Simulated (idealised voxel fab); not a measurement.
process module | voxel trench capacitor
The cross-section shown here is cut; it is 300 nm wide and divided into square cells measuring 5 nm on a side.
For the purposes of this document, a cross-section shall be understood as a grid of square cells, specified as bands listed in top-to-bottom order, each band consisting of one or more rows of cells. Read a band's entry like this: the first values are the height of its top and the height of its bottom in nm, and what follows is the sequence of materials from left to right, each with its width in nm. Note that "air" is empty space, and that a single material marked "full width" reaches across the band from edge to edge. Beneath 0, the wafer as received is one material, and that level is where height counting begins. The lowest band goes on downward without a bottom; it is written like "0 nm and below". It should be noted that a width expressed as "30..40" varies in equal increments from row to row of cells within the band, taking the value of the first number at the top row and that of the second number at the bottom row. No cell of the cross-section changed in a step that is given as "changes: none". The entry "Voids, enclosed" lists the empty spaces that cover at least 8 cells and have no open path to the top. Each is written as width x height at distance, where the distance is measured from the left edge and all three values are in nm. Text after the settings on a step's line: the simulator's own remark on that step. overlay nm: right-of-plan distance of the mask on a masked step; negative values mean left-of-plan.

STEPS PLANNED FOR THE PROCESS
1: RECEIVE: material Si
2: CONFORMAL_DEP: material SiN, thk nm 5
3: DIRECTIONAL_DEP: material aC, thk nm 10
4: PATTERN: tone open, mask id TRENCH, material resist, width nm 20, pitch nm 35, thk nm 30, overlay nm 0
5: DIRECTIONAL_ETCH: etch materials aC, depth nm 10
6: STRIP: etch materials resist
7: DIRECTIONAL_ETCH: etch materials SiN, depth nm 5
8: DIRECTIONAL_ETCH: etch materials Si, depth nm 35
9: STRIP: etch materials aC
10: CONFORMAL_DEP: material SiO2, thk nm 5
11: FILL_DEP: material polySi, thk nm 10
12: CMP: height nm 5

THE CROSS-SECTION HERE SHOWS THE WAFER AS RECEIVED, I.E. IN ITS STATE AFTER STEP 1
  0 nm and below | Si full width
  Voids, enclosed: none

FIRST WAFER AT THE END, AS PLANNED
  5 nm to 0 nm | 105 of SiN, 5 of SiO2, 10 of polySi, 5 of SiO2, 15 of SiN, 5 of SiO2, 10 of polySi, 5 of SiO2, 15 of SiN, 5 of SiO2, 10 of polySi, 5 of SiO2, 105 of SiN
  0 nm to -30 nm | 105 of Si, 5 of SiO2, 10 of polySi, 5 of SiO2, 15 of Si, 5 of SiO2, 10 of polySi, 5 of SiO2, 15 of Si, 5 of SiO2, 10 of polySi, 5 of SiO2, 105 of Si
  -30 nm to -35 nm | 105 of Si, 20 of SiO2, 15 of Si, 20 of SiO2, 15 of Si, 20 of SiO2, 105 of Si
  -35 nm and below | Si full width
  Voids, enclosed: none

SECOND OF TWO WAFERS, MODULE COMPLETE, SECTIONED: IT SHARES THE FIRST WAFER'S START AND PLAN BUT WAS RUN WITH ONE MISTAKE
  5 nm to 0 nm | 110 of SiN, 5 of SiO2, 5 of polySi, 5 of SiO2, 20 of SiN, 5 of SiO2, 5 of polySi, 5 of SiO2, 20 of SiN, 5 of SiO2, 5 of polySi, 5 of SiO2, 105 of SiN
  0 nm to -30 nm | 110 of Si, 5 of SiO2, 5 of polySi, 5 of SiO2, 20 of Si, 5 of SiO2, 5 of polySi, 5 of SiO2, 20 of Si, 5 of SiO2, 5 of polySi, 5 of SiO2, 105 of Si
  -30 nm to -35 nm | 110 of Si, 15 of SiO2, 20 of Si, 15 of SiO2, 20 of Si, 15 of SiO2, 105 of Si
  -35 nm and below | Si full width
  Voids, enclosed: none
What was the processing mistake? step 4 went in with a setting other than planned; the actual run was PATTERN: tone open, mask id TRENCH, material resist, width nm 15, pitch nm 35, thk nm 30, overlay nm 0
Wafer comparison, final, in cells, second relative to first, materials more or fewer: Si +21; SiN +3; SiO2 -3; polySi -21
